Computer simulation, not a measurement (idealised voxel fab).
process module | voxel ribs on slabs
cross-section cut | 270 nm wide | cells 5 nm
A cross-section is a grid of square cells, given in bands from the top down. A band is one or more rows of cells.
Each band's line starts with the height of the band's top and of its bottom, in nm. Then come its materials from left to right, each with its width in nm. One material with "throughout" fills the band from edge to edge. "air" is empty space.
Height 0 is the level under which the wafer as received is all one material. The lowest band goes on downwards, as in "0 down".
A width such as "30 to 40" changes by the same amount from each row of cells to the next, from the band's top row to its bottom row.
"no change" after a step means that no cell of the cross-section changed.
closed voids: empty space of 8 cells or more with no open way to the top, each as width x height at its distance from the left edge, in nm
after a step's settings: what the simulator itself notes on the step
overlay nm, on a step with a mask: how far to the right of its planned place the mask lay; to the left if negative
plan
1 op RECEIVE | material Si
2 op DIRECTIONAL_DEP | material SiO2 | thk nm 20
3 op DIRECTIONAL_DEP | material SiN | thk nm 25
4 op MASKED_ETCH | tone cover | mask id RIB | width nm 25 | etch materials SiN | depth nm 5 | overlay nm 0
5 op MASKED_ETCH | tone cover | mask id SLAB | width nm 85 | etch materials SiN | depth nm 20 | overlay nm -15
6 op FILL_DEP | material SiO2 | thk nm 25
7 op CMP | height nm 60
8 op DIRECTIONAL_DEP | material W | thk nm 10
9 op DIRECTIONAL_DEP | material aC | thk nm 10
10 op PATTERN | tone cover | mask id HEATER | material resist | width nm 35 | thk nm 25 | overlay nm 0
11 op DIRECTIONAL_ETCH | etch materials aC | depth nm 10
12 op STRIP | etch materials resist
13 op DIRECTIONAL_ETCH | etch materials W | depth nm 10
14 op STRIP | etch materials aC
15 op CONFORMAL_DEP | material SiN | thk nm 5
varied across the wafers: overlay nm of step 5. The plan shows the first wafer's value. All wafers start alike
first wafer as received, after step 1
  0 down: Si throughout
  closed voids: none
each wafer at the end: cells of each material gained (+) or lost (-) since it was received, then its closed voids
overlay nm -15 | +131 SiN | +575 SiO2 | +14 W | closed voids: none
overlay nm -10 | +131 SiN | +575 SiO2 | +14 W | closed voids: none
overlay nm -5 | +131 SiN | +575 SiO2 | +14 W | closed voids: none
overlay nm 0 | +131 SiN | +575 SiO2 | +14 W | closed voids: none
overlay nm 5 | +131 SiN | +575 SiO2 | +14 W | closed voids: none
overlay nm 10 | +131 SiN | +575 SiO2 | +14 W | closed voids: none
overlay nm 15 | +131 SiN | +575 SiO2 | +14 W | closed voids: none
